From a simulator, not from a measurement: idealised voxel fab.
process module | voxel wiring stack
cross-section cut | 295 nm wide | cells 5 nm
A cross-section is a grid of square cells, given in bands from the top down. A band is one or more rows of cells.
Each band's line starts with the height of the band's top and of its bottom, in nm. Then come its materials from left to right, each with its width in nm. One material with "throughout" fills the band from edge to edge. "air" is empty space.
Height 0 is the level under which the wafer as received is all one material. The lowest band goes on downwards, as in "0 down".
A width such as "30 to 40" changes by the same amount from each row of cells to the next, from the band's top row to its bottom row.
"no change" after a step means that no cell of the cross-section changed.
closed voids: empty space of 8 cells or more with no open way to the top, each as width x height at its distance from the left edge, in nm
after a step's settings: what the simulator itself notes on the step
overlay nm, on a step with a mask: how far to the right of its planned place the mask lay; to the left if negative
plan
1 op RECEIVE | material Si
2 op CONFORMAL_DEP | material SiO2 | thk nm 10
3 op DIRECTIONAL_DEP | material TiN | thk nm 5
4 op DIRECTIONAL_DEP | material Ru | thk nm 25
5 op MASKED_ETCH | tone cover | mask id METAL_1 | width nm 30 | pitch nm 55 | etch materials Ru | depth nm 25 | overlay nm 0
6 op MASKED_ETCH | tone cover | mask id METAL_1 | width nm 30 | pitch nm 55 | etch materials TiN | depth nm 5 | overlay nm 0
7 op FILL_DEP | material SiO2 | thk nm 10
8 op CMP | height nm 40
9 op CONFORMAL_DEP | material SiCN | thk nm 5
10 op DIRECTIONAL_DEP | material lowk | thk nm 20
11 op PATTERN | tone open | mask id PLUG_1 | material resist | width nm 15 | pitch nm 110 | thk nm 20 | overlay nm 0
12 op DIRECTIONAL_ETCH | etch materials lowk | depth nm 20
13 op DIRECTIONAL_ETCH | etch materials SiCN | depth nm 5
14 op STRIP | etch materials resist
15 op EPI | material Ru | thk nm 10
16 op EPI | material Ru | thk nm 10
17 op EPI | material Ru | thk nm 5
18 op DIRECTIONAL_DEP | material TiN | thk nm 5
19 op DIRECTIONAL_DEP | material W | thk nm 20
20 op DIRECTIONAL_DEP | material aC | thk nm 15
21 op PATTERN | tone cover | mask id METAL_2 | material resist | width nm 30 | pitch nm 55 | thk nm 35 | overlay nm 0
22 op DIRECTIONAL_ETCH | etch materials aC | depth nm 15
23 op STRIP | etch materials resist
24 op DIRECTIONAL_ETCH | etch materials W | depth nm 20
25 op DIRECTIONAL_ETCH | etch materials TiN | depth nm 5
26 op STRIP | etch materials aC
27 op FILL_DEP | material SiO2 | thk nm 5
28 op CMP | height nm 90
29 op CONFORMAL_DEP | material SiCN | thk nm 5
first wafer, as planned
as received, after step 1
  0 down: Si throughout
  closed voids: none
after step 2
  10 to 0: SiO2 throughout
  below 0: unchanged
after step 3
  15 to 10: TiN throughout
  below 10: unchanged
after step 4
  40 to 15: Ru throughout
  below 15: unchanged
after step 5
  40 to 15: air 75 | Ru 30 | air 25 | Ru 30 | air 25 | Ru 30 | air 80
  below 15: unchanged
after step 6
  40 to 15: air 75 | Ru 30 | air 25 | Ru 30 | air 25 | Ru 30 | air 80
  15 to 10: air 75 | TiN 30 | air 25 | TiN 30 | air 25 | TiN 30 | air 80
  below 10: unchanged
after step 7
  50 to 40: SiO2 throughout
  40 to 15: SiO2 75 | Ru 30 | SiO2 25 | Ru 30 | SiO2 25 | Ru 30 | SiO2 80
  15 to 10: SiO2 75 | TiN 30 | SiO2 25 | TiN 30 | SiO2 25 | TiN 30 | SiO2 80
  below 10: unchanged
after step 8
  40 to 15: SiO2 75 | Ru 30 | SiO2 25 | Ru 30 | SiO2 25 | Ru 30 | SiO2 80
  below 15: unchanged
after step 9
  45 to 40: SiCN throughout
  below 40: unchanged
after step 10
  65 to 45: lowk throughout
  below 45: unchanged
after step 11
  85 to 65: resist 75 | air 15 | resist 95 | air 15 | resist 95
  below 65: unchanged
after step 12
  85 to 65: resist 75 | air 15 | resist 95 | air 15 | resist 95
  65 to 45: lowk 75 | air 15 | lowk 95 | air 15 | lowk 95
  below 45: unchanged
after step 13
  85 to 65: resist 75 | air 15 | resist 95 | air 15 | resist 95
  65 to 45: lowk 75 | air 15 | lowk 95 | air 15 | lowk 95
  45 to 40: SiCN 75 | air 15 | SiCN 95 | air 15 | SiCN 95
  below 40: unchanged
after step 14
  65 to 45: lowk 75 | air 15 | lowk 95 | air 15 | lowk 95
  below 45: unchanged
after step 15
  65 to 50: lowk 75 | air 15 | lowk 95 | air 15 | lowk 95
  50 to 45: lowk 75 | Ru 15 | lowk 95 | Ru 15 | lowk 95
  45 to 40: SiCN 75 | Ru 15 | SiCN 95 | Ru 15 | SiCN 95
  below 40: unchanged
after step 16
  65 to 60: lowk 75 | air 15 | lowk 95 | air 15 | lowk 95
  60 to 45: lowk 75 | Ru 15 | lowk 95 | Ru 15 | lowk 95
  below 45: unchanged
after step 17
  65 to 45: lowk 75 | Ru 15 | lowk 95 | Ru 15 | lowk 95
  below 45: unchanged
after step 18
  70 to 65: TiN throughout
  below 65: unchanged
after step 19
  90 to 70: W throughout
  below 70: unchanged
after step 20
  105 to 90: aC throughout
  below 90: unchanged
after step 21
  140 to 105: air 75 | resist 30 | air 25 | resist 30 | air 25 | resist 30 | air 80
  below 105: unchanged
after step 22
  125 to 105: air 75 | resist 30 | air 25 | resist 30 | air 25 | resist 30 | air 80
  105 to 90: air 75 | aC 30 | air 25 | aC 30 | air 25 | aC 30 | air 80
  below 90: unchanged
after step 23
  105 to 90: air 75 | aC 30 | air 25 | aC 30 | air 25 | aC 30 | air 80
  below 90: unchanged
after step 24
  105 to 90: air 75 | aC 30 | air 25 | aC 30 | air 25 | aC 30 | air 80
  90 to 70: air 75 | W 30 | air 25 | W 30 | air 25 | W 30 | air 80
  below 70: unchanged
after step 25
  105 to 90: air 75 | aC 30 | air 25 | aC 30 | air 25 | aC 30 | air 80
  90 to 70: air 75 | W 30 | air 25 | W 30 | air 25 | W 30 | air 80
  70 to 65: air 75 | TiN 30 | air 25 | TiN 30 | air 25 | TiN 30 | air 80
  below 65: unchanged
after step 26
  90 to 70: air 75 | W 30 | air 25 | W 30 | air 25 | W 30 | air 80
  below 70: unchanged
after step 27
  95 to 90: SiO2 throughout
  90 to 70: SiO2 75 | W 30 | SiO2 25 | W 30 | SiO2 25 | W 30 | SiO2 80
  70 to 65: SiO2 75 | TiN 30 | SiO2 25 | TiN 30 | SiO2 25 | TiN 30 | SiO2 80
  below 65: unchanged
after step 28
  90 to 70: SiO2 75 | W 30 | SiO2 25 | W 30 | SiO2 25 | W 30 | SiO2 80
  below 70: unchanged
after step 29
  95 to 90: SiCN throughout
  below 90: unchanged
second wafer: like start, like plan, one mistake. Through step 1 it matches the first wafer
when step 2 should have ended
  15 to 0: SiO2 throughout
  below 0: unchanged
when step 3 should have ended
  20 to 15: TiN throughout
  below 15: unchanged
when step 4 should have ended
  45 to 20: Ru throughout
  below 20: unchanged
when step 5 should have ended
  45 to 20: air 75 | Ru 30 | air 25 | Ru 30 | air 25 | Ru 30 | air 80
  below 20: unchanged
when step 6 should have ended
  45 to 20: air 75 | Ru 30 | air 25 | Ru 30 | air 25 | Ru 30 | air 80
  20 to 15: air 75 | TiN 30 | air 25 | TiN 30 | air 25 | TiN 30 | air 80
  below 15: unchanged
when step 7 should have ended
  55 to 45: SiO2 throughout
  45 to 20: SiO2 75 | Ru 30 | SiO2 25 | Ru 30 | SiO2 25 | Ru 30 | SiO2 80
  20 to 15: SiO2 75 | TiN 30 | SiO2 25 | TiN 30 | SiO2 25 | TiN 30 | SiO2 80
  below 15: unchanged
when step 8 should have ended
  40 to 20: SiO2 75 | Ru 30 | SiO2 25 | Ru 30 | SiO2 25 | Ru 30 | SiO2 80
  below 20: unchanged
when step 9 should have ended
  45 to 40: SiCN throughout
  below 40: unchanged
when step 10 should have ended
  65 to 45: lowk throughout
  below 45: unchanged
when step 11 should have ended
  85 to 65: resist 75 | air 15 | resist 95 | air 15 | resist 95
  below 65: unchanged
when step 12 should have ended
  85 to 65: resist 75 | air 15 | resist 95 | air 15 | resist 95
  65 to 45: lowk 75 | air 15 | lowk 95 | air 15 | lowk 95
  below 45: unchanged
when step 13 should have ended
  85 to 65: resist 75 | air 15 | resist 95 | air 15 | resist 95
  65 to 45: lowk 75 | air 15 | lowk 95 | air 15 | lowk 95
  45 to 40: SiCN 75 | air 15 | SiCN 95 | air 15 | SiCN 95
  below 40: unchanged
when step 14 should have ended
  65 to 45: lowk 75 | air 15 | lowk 95 | air 15 | lowk 95
  below 45: unchanged
when step 15 should have ended
  65 to 50: lowk 75 | air 15 | lowk 95 | air 15 | lowk 95
  50 to 45: lowk 75 | Ru 15 | lowk 95 | Ru 15 | lowk 95
  45 to 40: SiCN 75 | Ru 15 | SiCN 95 | Ru 15 | SiCN 95
  below 40: unchanged
when step 16 should have ended
  65 to 60: lowk 75 | air 15 | lowk 95 | air 15 | lowk 95
  60 to 45: lowk 75 | Ru 15 | lowk 95 | Ru 15 | lowk 95
  below 45: unchanged
when step 17 should have ended
  65 to 45: lowk 75 | Ru 15 | lowk 95 | Ru 15 | lowk 95
  below 45: unchanged
when step 18 should have ended
  70 to 65: TiN throughout
  below 65: unchanged
when step 19 should have ended
  90 to 70: W throughout
  below 70: unchanged
when step 20 should have ended
  105 to 90: aC throughout
  below 90: unchanged
when step 21 should have ended
  140 to 105: air 75 | resist 30 | air 25 | resist 30 | air 25 | resist 30 | air 80
  below 105: unchanged
when step 22 should have ended
  125 to 105: air 75 | resist 30 | air 25 | resist 30 | air 25 | resist 30 | air 80
  105 to 90: air 75 | aC 30 | air 25 | aC 30 | air 25 | aC 30 | air 80
  below 90: unchanged
when step 23 should have ended
  105 to 90: air 75 | aC 30 | air 25 | aC 30 | air 25 | aC 30 | air 80
  below 90: unchanged
when step 24 should have ended
  105 to 90: air 75 | aC 30 | air 25 | aC 30 | air 25 | aC 30 | air 80
  90 to 70: air 75 | W 30 | air 25 | W 30 | air 25 | W 30 | air 80
  below 70: unchanged
when step 25 should have ended
  105 to 90: air 75 | aC 30 | air 25 | aC 30 | air 25 | aC 30 | air 80
  90 to 70: air 75 | W 30 | air 25 | W 30 | air 25 | W 30 | air 80
  70 to 65: air 75 | TiN 30 | air 25 | TiN 30 | air 25 | TiN 30 | air 80
  below 65: unchanged
when step 26 should have ended
  90 to 70: air 75 | W 30 | air 25 | W 30 | air 25 | W 30 | air 80
  below 70: unchanged
when step 27 should have ended
  95 to 90: SiO2 throughout
  90 to 70: SiO2 75 | W 30 | SiO2 25 | W 30 | SiO2 25 | W 30 | SiO2 80
  70 to 65: SiO2 75 | TiN 30 | SiO2 25 | TiN 30 | SiO2 25 | TiN 30 | SiO2 80
  below 65: unchanged
when step 28 should have ended
  90 to 70: SiO2 75 | W 30 | SiO2 25 | W 30 | SiO2 25 | W 30 | SiO2 80
  below 70: unchanged
when step 29 should have ended
  95 to 90: SiCN throughout
  below 90: unchanged
what went wrong: step 2 ran as: op CONFORMAL_DEP | material SiO2 | thk nm 15
at the end the second wafer has, in cells: 18 fewer of Ru | 18 more of SiO2
